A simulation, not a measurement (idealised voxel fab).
process module | voxel wiring stack
cross-section cut | 220 nm wide | cells 5 nm
A cross-section is a grid of square cells, given in bands from the top down. A band is one or more rows of cells.
Each band's line starts with the height of the band's top and of its bottom, in nm. Then come its materials from left to right, each with its width in nm. One material with "throughout" fills the band from edge to edge. "air" is empty space.
Height 0 is the level under which the wafer as received is all one material. The lowest band goes on downwards, as in "0 down".
A width such as "30 to 40" changes by the same amount from each row of cells to the next, from the band's top row to its bottom row.
"no change" after a step means that no cell of the cross-section changed.
closed voids: empty space of 8 cells or more with no open way to the top, each as width x height at its distance from the left edge, in nm
after a step's settings: what the simulator itself notes on the step
overlay nm, on a step with a mask: how far to the right of its planned place the mask lay; to the left if negative
plan
1 op RECEIVE | material Si
2 op CONFORMAL_DEP | material SiO2 | thk nm 15
3 op CONFORMAL_DEP | material SiCN | thk nm 5
4 op DIRECTIONAL_DEP | material lowk | thk nm 15
5 op PATTERN | tone open | mask id METAL_1 | material resist | width nm 25 | pitch nm 45 | thk nm 15 | overlay nm 0
6 op DIRECTIONAL_ETCH | etch materials lowk | depth nm 15
7 op DIRECTIONAL_ETCH | etch materials SiCN | depth nm 5
8 op STRIP | etch materials resist
9 op CONFORMAL_DEP | material TiN | thk nm 5
10 op FILL_DEP | material Cu | thk nm 10
11 op CMP | height nm 35
12 op EPI | material Ru | thk nm 5
13 op FILL_DEP | material SiCN | thk nm 5
14 op DIRECTIONAL_DEP | material lowk | thk nm 20
15 op PATTERN | tone open | mask id PLUG_1 | material resist | width nm 15 | thk nm 20 | overlay nm 0
16 op DIRECTIONAL_ETCH | etch materials lowk | depth nm 20
17 op DIRECTIONAL_ETCH | etch materials SiCN | depth nm 5
18 op STRIP | etch materials resist
19 op CONFORMAL_DEP | material TiN | thk nm 5
20 op FILL_DEP | material Cu | thk nm 10
21 op CMP | height nm 65
22 op CONFORMAL_DEP | material SiCN | thk nm 5
23 op DIRECTIONAL_DEP | material lowk | thk nm 10
24 op PATTERN | tone open | mask id METAL_2 | material resist | width nm 25 | pitch nm 45 | thk nm 15 | overlay nm 0
25 op DIRECTIONAL_ETCH | etch materials lowk | depth nm 20
26 op DIRECTIONAL_ETCH | etch materials SiCN | depth nm 5
27 op STRIP | etch materials resist
28 op CONFORMAL_DEP | material TiN | thk nm 5
29 op FILL_DEP | material Cu | thk nm 5
30 op CMP | height nm 90
31 op EPI | material Ru | thk nm 5
32 op FILL_DEP | material SiCN | thk nm 5
33 op DIRECTIONAL_DEP | material SiO2 | thk nm 30
34 op PATTERN | tone open | mask id METAL_3_HOLES | material resist | width nm 15 | thk nm 20 | overlay nm 0
35 op DIRECTIONAL_ETCH | etch materials SiO2 | depth nm 30
36 op STRIP | etch materials resist
37 op PATTERN | tone open | mask id METAL_3 | material resist | width nm 25 | pitch nm 45 | thk nm 20 | overlay nm 0
38 op DIRECTIONAL_ETCH | etch materials SiO2 | depth nm 15
39 op DIRECTIONAL_ETCH | etch materials SiCN | depth nm 5
40 op STRIP | etch materials resist
41 op CONFORMAL_DEP | material TiN | thk nm 5
42 op FILL_DEP | material Cu | thk nm 10
43 op CMP | height nm 130
44 op CONFORMAL_DEP | material SiCN | thk nm 5
45 op DIRECTIONAL_DEP | material lowk | thk nm 30
46 op PATTERN | tone open | mask id METAL_4 | material resist | width nm 25 | pitch nm 45 | thk nm 15 | overlay nm 0
47 op DIRECTIONAL_ETCH | etch materials lowk | depth nm 15
48 op STRIP | etch materials resist
49 op PATTERN | tone open | mask id METAL_4_HOLES | material resist | width nm 15 | pitch nm 45 | thk nm 15 | overlay nm 0
50 op DIRECTIONAL_ETCH | etch materials lowk | depth nm 15
51 op DIRECTIONAL_ETCH | etch materials SiCN | depth nm 5
52 op STRIP | etch materials resist
53 op CONFORMAL_DEP | material TiN | thk nm 5
54 op FILL_DEP | material Cu | thk nm 5
55 op CMP | height nm 165
56 op CONFORMAL_DEP | material SiCN | thk nm 5
varied across the wafers: thk nm of step 23. The plan shows the first wafer's value. All wafers start alike
first wafer as received, after step 1
  0 down: Si throughout
  closed voids: none
first wafer at the end, after step 56
  170 to 165: SiCN throughout
  165 to 155: lowk 75 | TiN 5 | Cu 15 | TiN 5 | lowk 20 | TiN 5 | Cu 15 | TiN 5 | lowk 75
  155 to 150: lowk 75 | TiN 5 | Cu 5 | TiN 15 | lowk 20 | TiN 5 | Cu 5 | TiN 15 | lowk 75
  150 to 135: lowk 75 | TiN 5 | Cu 5 | TiN 5 | lowk 30 | TiN 5 | Cu 5 | TiN 5 | lowk 85
  135 to 130: SiCN 75 | TiN 15 | SiCN 30 | TiN 15 | SiCN 85
  130 to 120: SiO2 75 | TiN 5 | Cu 15 | TiN 5 | SiO2 20 | TiN 5 | Cu 15 | TiN 5 | SiO2 75
  120 to 115: SiO2 75 | TiN 5 | Cu 5 | TiN 15 | SiO2 20 | TiN 25 | SiO2 75
  115 to 100: SiO2 75 | TiN 5 | Cu 5 | TiN 5 | SiO2 130
  100 to 95: SiCN 75 | TiN 15 | SiCN 130
  95 to 90: Ru throughout
  90 to 85: Cu throughout
  85 to 80: TiN 80 | Cu 15 | TiN 30 | Cu 15 | TiN 80
  80 to 70: lowk 75 | TiN 5 | Cu 15 | TiN 5 | lowk 20 | TiN 5 | Cu 15 | TiN 5 | lowk 75
  70 to 65: SiCN 75 | TiN 25 | SiCN 20 | TiN 25 | SiCN 75
  65 to 45: lowk 75 | TiN 5 | Cu 5 | TiN 5 | lowk 130
  45 to 40: SiCN 75 | TiN 15 | SiCN 130
  40 to 35: SiCN 70 | Ru 35 | SiCN 10 | Ru 35 | SiCN 70
  35 to 20: lowk 75 | TiN 5 | Cu 15 | TiN 5 | lowk 20 | TiN 5 | Cu 15 | TiN 5 | lowk 75
  20 to 15: SiCN 75 | TiN 25 | SiCN 20 | TiN 25 | SiCN 75
  15 to 0: SiO2 throughout
  0 down: Si throughout
  closed voids: none
last wafer at the end
  170 to 165: SiCN throughout
  165 to 155: lowk 75 | TiN 5 | Cu 15 | TiN 5 | lowk 20 | TiN 5 | Cu 15 | TiN 5 | lowk 75
  155 to 150: lowk 75 | TiN 5 | Cu 5 | TiN 15 | lowk 20 | TiN 5 | Cu 5 | TiN 15 | lowk 75
  150 to 135: lowk 75 | TiN 5 | Cu 5 | TiN 5 | lowk 30 | TiN 5 | Cu 5 | TiN 5 | lowk 85
  135 to 130: SiCN 75 | TiN 15 | SiCN 30 | TiN 15 | SiCN 85
  130 to 120: SiO2 75 | TiN 5 | Cu 15 | TiN 5 | SiO2 20 | TiN 5 | Cu 15 | TiN 5 | SiO2 75
  120 to 115: SiO2 75 | TiN 5 | Cu 5 | TiN 15 | SiO2 20 | TiN 25 | SiO2 75
  115 to 100: SiO2 75 | TiN 5 | Cu 5 | TiN 5 | SiO2 130
  100 to 95: SiCN 75 | TiN 15 | SiCN 130
  95 to 90: SiCN 70 | Ru 35 | SiCN 10 | Ru 35 | SiCN 70
  90 to 85: lowk 75 | TiN 25 | lowk 20 | TiN 25 | lowk 75
  85 to 70: lowk throughout
  70 to 65: SiCN throughout
  65 to 45: lowk 75 | TiN 5 | Cu 5 | TiN 5 | lowk 130
  45 to 40: SiCN 75 | TiN 15 | SiCN 130
  40 to 35: SiCN 70 | Ru 35 | SiCN 10 | Ru 35 | SiCN 70
  35 to 20: lowk 75 | TiN 5 | Cu 15 | TiN 5 | lowk 20 | TiN 5 | Cu 15 | TiN 5 | lowk 75
  20 to 15: SiCN 75 | TiN 25 | SiCN 20 | TiN 25 | SiCN 75
  15 to 0: SiO2 throughout
  0 down: Si throughout
  closed voids: none
each wafer at the end: cells of each material gained (+) or lost (-) since it was received, then its closed voids
thk nm 10 | +120 Cu | +58 Ru | +262 SiCN | +357 SiO2 | +149 TiN | +550 lowk | closed voids: none
thk nm 15 | +82 Cu | +58 Ru | +262 SiCN | +357 SiO2 | +153 TiN | +584 lowk | closed voids: none
thk nm 20 | +82 Cu | +28 Ru | +292 SiCN | +357 SiO2 | +119 TiN | +618 lowk | closed voids: none
thk nm 25 | +70 Cu | +28 Ru | +302 SiCN | +357 SiO2 | +111 TiN | +628 lowk | closed voids: none
thk nm 30 | +64 Cu | +28 Ru | +302 SiCN | +357 SiO2 | +107 TiN | +638 lowk | closed voids: none
thk nm 35 | +58 Cu | +28 Ru | +302 SiCN | +357 SiO2 | +103 TiN | +648 lowk | closed voids: none
